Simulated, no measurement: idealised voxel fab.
process module | voxel self aligned vias
cross-section cut | 260 nm wide | cells 5 nm
A cross-section is a grid of square cells, given in bands from the top down. A band is one or more rows of cells.
Each band's line starts with the height of the band's top and of its bottom, in nm. Then come its materials from left to right, each with its width in nm. One material with "throughout" fills the band from edge to edge. "air" is empty space.
Height 0 is the level under which the wafer as received is all one material. The lowest band goes on downwards, as in "0 down".
A width such as "30 to 40" changes by the same amount from each row of cells to the next, from the band's top row to its bottom row.
"no change" after a step means that no cell of the cross-section changed.
closed voids: empty space of 8 cells or more with no open way to the top, each as width x height at its distance from the left edge, in nm
after a step's settings: what the simulator itself notes on the step
overlay nm, on a step with a mask: how far to the right of its planned place the mask lay; to the left if negative
plan
1 op RECEIVE | material Si
2 op CONFORMAL_DEP | material SiO2 | thk nm 10
3 op CONFORMAL_DEP | material SiCN | thk nm 5
4 op DIRECTIONAL_DEP | material lowk | thk nm 20
5 op DIRECTIONAL_DEP | material aC | thk nm 15
6 op PATTERN | tone open | mask id LINES | material resist | width nm 25 | pitch nm 75 | thk nm 35 | overlay nm 0
7 op DIRECTIONAL_ETCH | etch materials aC | depth nm 15
8 op STRIP | etch materials resist
9 op DIRECTIONAL_ETCH | etch materials lowk | depth nm 20
10 op STRIP | etch materials aC
11 op CONFORMAL_DEP | material TiN | thk nm 5
12 op FILL_DEP | material W | thk nm 10
13 op CMP | height nm 35
14 op SELECTIVE_ETCH | etch materials W Ru TiN | depth nm 5
15 op FILL_DEP | material SiN | thk nm 10
16 op CMP | height nm 35
17 op DIRECTIONAL_DEP | material lowk | thk nm 15
18 op MASKED_ETCH | tone open | mask id VIAS | width nm 45 | etch materials lowk | depth nm 15 | overlay nm 0
19 op MASKED_ETCH | tone open | mask id VIAS | width nm 45 | etch materials SiN | depth nm 5 | overlay nm 0
20 op CONFORMAL_DEP | material TiN | thk nm 5
21 op FILL_DEP | material Cu | thk nm 5
22 op CMP | height nm 50
23 op CONFORMAL_DEP | material SiN | thk nm 5
as received, after step 1
  0 down: Si throughout
  closed voids: none
first wafer at the end, as planned
  55 to 50: SiN throughout
  50 to 40: lowk 70 | TiN 5 | Cu 35 | TiN 5 | lowk 145
  40 to 35: lowk 70 | TiN 15 | Cu 15 | TiN 15 | lowk 145
  35 to 30: lowk 80 | TiN 25 | lowk 50 | SiN 25 | lowk 80
  30 to 20: lowk 80 | TiN 5 | W 15 | TiN 5 | lowk 50 | TiN 5 | W 15 | TiN 5 | lowk 80
  20 to 15: lowk 80 | TiN 25 | lowk 50 | TiN 25 | lowk 80
  15 to 10: SiCN throughout
  10 to 0: SiO2 throughout
  0 down: Si throughout
  closed voids: none
second wafer at the end: like start, like plan, one mistake
  55 to 50: SiN throughout
  50 to 40: lowk 60 | TiN 5 | Cu 35 | TiN 5 | lowk 155
  40 to 35: lowk 60 | TiN 25 | Cu 15 | TiN 5 | lowk 155
  35 to 30: lowk 80 | TiN 25 | lowk 50 | SiN 25 | lowk 80
  30 to 20: lowk 80 | TiN 5 | W 15 | TiN 5 | lowk 50 | TiN 5 | W 15 | TiN 5 | lowk 80
  20 to 15: lowk 80 | TiN 25 | lowk 50 | TiN 25 | lowk 80
  15 to 10: SiCN throughout
  10 to 0: SiO2 throughout
  0 down: Si throughout
  closed voids: none
what went wrong: step 18 ran as: op MASKED_ETCH | tone open | mask id VIAS | width nm 45 | etch materials lowk | depth nm 15 | overlay nm -10
at the end the second wafer has, in cells: as many of each material as the first, in other places
